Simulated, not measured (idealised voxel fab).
Documented hereafter: the process module known as voxel transistor to metal.
Cross-sectional view cut (width: 215 nm; square cell size: 5 nm).
This document writes a cross-section as a grid whose cells are square, and gives it as bands, listed from the top down; one or more rows of cells form a band.
Band: top and bottom heights (nm) first, top before bottom; then materials from left to right, widths in nm. "everywhere" marks a sole material filling the band edge to edge. "empty" denotes empty space.
All heights in this document are referenced to 0, defined as the level beneath which the wafer, as received, consists entirely of one material. The lowest band is not bounded below; it extends indefinitely downward and is written in the form "0..down".
The expression "30..40" gives the width at the extremes of the band, the first number at its top row of cells and the second at its bottom row, with the width changing by equal amounts from each row to the next in between.
Where the words "remained the same" appear for a step, the cross-section shows no cell changed by that step; every cell remained as before.
In "Sealed void listing" the enclosed voids are listed, meaning empty spaces of 8 cells or larger without any opening to the top. The form is width x height at distance, distance from the left edge, units nm.
On a step's line, text after the settings is the simulator commenting on that step.
overlay nm: for a step with a mask, the amount by which the mask lay right of where it was planned; a negative amount means left of it.
Intended process steps:
- 1: RECEIVE [material Si]
- 2: OXIDIZE [depth nm 5]
- 3: CONFORMAL_DEP [material SiN] [thk nm 10]
- 4: DIRECTIONAL_DEP [material aC] [thk nm 10]
- 5: PATTERN [tone cover] [mask id ACTIVE] [material resist] [width nm 110] [thk nm 25] [overlay nm 0]
- 6: DIRECTIONAL_ETCH [etch materials aC] [depth nm 10]
- 7: STRIP [etch materials resist]
- 8: DIRECTIONAL_ETCH [etch materials SiN] [depth nm 10]
- 9: DIRECTIONAL_ETCH [etch materials SiO2] [depth nm 5]
- 10: DIRECTIONAL_ETCH [etch materials Si] [depth nm 35]
- 11: STRIP [etch materials aC]
- 12: OXIDIZE [depth nm 5]
- 13: FILL_DEP [material SiO2] [thk nm 10]
- 14: CMP [height nm 10]
- 15: SELECTIVE_ETCH [etch materials SiO2] [depth nm 10]
- 16: STRIP [etch materials SiN]
- 17: SELECTIVE_ETCH [etch materials SiO2] [depth nm 5]
- 18: OXIDIZE [depth nm 5]
- 19: DIRECTIONAL_DEP [material polySi] [thk nm 25]
- 20: DIRECTIONAL_DEP [material SiCN] [thk nm 10]
- 21: MASKED_ETCH [tone cover] [mask id GATE] [width nm 30] [etch materials SiCN] [depth nm 20] [overlay nm 0]
- 22: MASKED_ETCH [tone cover] [mask id GATE] [width nm 30] [etch materials polySi] [depth nm 35] [overlay nm 0]
- 23: CONFORMAL_DEP [material SiO2] [thk nm 5]
- 24: DIRECTIONAL_ETCH [etch materials SiO2] [depth nm 5]
- 25: CONFORMAL_DEP [material SiN] [thk nm 5]
- 26: DIRECTIONAL_ETCH [etch materials SiN] [depth nm 5]
- 27: DIRECTIONAL_ETCH [etch materials SiO2] [depth nm 5]
- 28: DIRECTIONAL_ETCH [etch materials Si] [depth nm 15]
- 29: EPI [material SiGe] [thk nm 20]
- 30: FILL_DEP [material SiO2] [thk nm 5]
- 31: CMP [height nm 20]
- 32: STRIP [etch materials polySi]
- 33: SELECTIVE_ETCH [etch materials SiO2] [depth nm 5]
- 34: CONFORMAL_DEP [material HfO2] [thk nm 5]
- 35: CONFORMAL_DEP [material TiN] [thk nm 5]
- 36: FILL_DEP [material W] [thk nm 10]
- 37: CMP [height nm 15]
- 38: DIRECTIONAL_DEP [material SiO2] [thk nm 10]
- 39: PATTERN [tone open] [mask id CONTACT] [material resist] [width nm 15] [pitch nm 75] [thk nm 15] [overlay nm 0]
- 40: DIRECTIONAL_ETCH [etch materials SiO2] [depth nm 15]
- 41: STRIP [etch materials resist]
- 42: CONFORMAL_DEP [material TiN] [thk nm 5]
- 43: FILL_DEP [material W] [thk nm 10]
- 44: CMP [height nm 25]
- 45: CONFORMAL_DEP [material SiCN] [thk nm 5]
- 46: DIRECTIONAL_DEP [material lowk] [thk nm 25]
- 47: MASKED_ETCH [tone open] [mask id METAL_1] [width nm 15] [pitch nm 75] [etch materials lowk] [depth nm 25] [overlay nm 0]
- 48: MASKED_ETCH [tone open] [mask id METAL_1] [width nm 15] [pitch nm 75] [etch materials SiCN] [depth nm 5] [overlay nm 0]
- 49: CONFORMAL_DEP [material TiN] [thk nm 5]
- 50: FILL_DEP [material W] [thk nm 10]
- 51: CMP [height nm 55]
- 52: CONFORMAL_DEP [material SiCN] [thk nm 5]
As-received wafer cross-section (after step 1):
- 0..down | Si everywhere
- Sealed void listing: none
End-of-module XS, first of two wafers, run as planned:
- 60..55 | SiCN everywhere
- 55..30 | 60 lowk; 5 TiN; 5 W; 5 TiN; 60 lowk; 5 TiN; 5 W; 5 TiN; 65 lowk
- 30..25 | 60 SiCN; 15 TiN; 60 SiCN; 15 TiN; 65 SiCN
- 25..15 | 60 SiO2; 5 TiN; 5 W; 5 TiN; 60 SiO2; 5 TiN; 5 W; 5 TiN; 65 SiO2
- 15..10 | 60 SiO2; 15 TiN; 5 SiO2; 5 SiN; 5 HfO2; 5 TiN; 20 W; 5 TiN; 5 HfO2; 5 SiN; 5 SiO2; 15 TiN; 65 SiO2
- 10..0 | 60 SiO2; 20 SiGe; 5 SiN; 5 HfO2; 5 TiN; 20 W; 5 TiN; 5 HfO2; 5 SiN; 20 SiGe; 65 SiO2
- 0..-5 | 60 SiO2; 20 SiGe; 5 SiN; 5 HfO2; 30 TiN; 5 HfO2; 5 SiN; 20 SiGe; 65 SiO2
- -5..-10 | 50 SiO2; 30 SiGe; 5 SiO2; 40 HfO2; 5 SiO2; 30 SiGe; 55 SiO2
- -10..-25 | 55 SiO2; 25 SiGe; 50 Si; 25 SiGe; 60 SiO2
- -25..-45 | 55 SiO2; 100 Si; 60 SiO2
- -45..down | Si everywhere
- Sealed void listing: none
End-of-module cross-section of the second wafer: identical starting point and process plan to the first, with one processing mistake:
- 60..55 | SiCN everywhere
- 55..35 | 50 lowk; 5 TiN; 5 W; 5 TiN; 60 lowk; 5 TiN; 5 W; 5 TiN; 75 lowk
- 35..30 | 50 lowk; 15 TiN; 60 lowk; 15 TiN; 75 lowk
- 30..25 | 60 SiCN; 5 TiN; 70 SiCN; 5 TiN; 75 SiCN
- 25..15 | 60 SiO2; 5 TiN; 5 W; 5 TiN; 60 SiO2; 5 TiN; 5 W; 5 TiN; 65 SiO2
- 15..10 | 60 SiO2; 15 TiN; 5 SiO2; 5 SiN; 5 HfO2; 5 TiN; 20 W; 5 TiN; 5 HfO2; 5 SiN; 5 SiO2; 15 TiN; 65 SiO2
- 10..0 | 60 SiO2; 20 SiGe; 5 SiN; 5 HfO2; 5 TiN; 20 W; 5 TiN; 5 HfO2; 5 SiN; 20 SiGe; 65 SiO2
- 0..-5 | 60 SiO2; 20 SiGe; 5 SiN; 5 HfO2; 30 TiN; 5 HfO2; 5 SiN; 20 SiGe; 65 SiO2
- -5..-10 | 50 SiO2; 30 SiGe; 5 SiO2; 40 HfO2; 5 SiO2; 30 SiGe; 55 SiO2
- -10..-25 | 55 SiO2; 25 SiGe; 50 Si; 25 SiGe; 60 SiO2
- -25..-45 | 55 SiO2; 100 Si; 60 SiO2
- -45..down | Si everywhere
- Sealed void listing: none
Deviation noted in wafer processing: rather than as planned, step 47 actually ran as MASKED_ETCH [tone open] [mask id METAL_1] [width nm 15] [pitch nm 75] [etch materials lowk] [depth nm 25] [overlay nm -10]
at the end the second wafer has, in cells: SiCN: 4 more; TiN: 2 fewer; W: 2 fewer
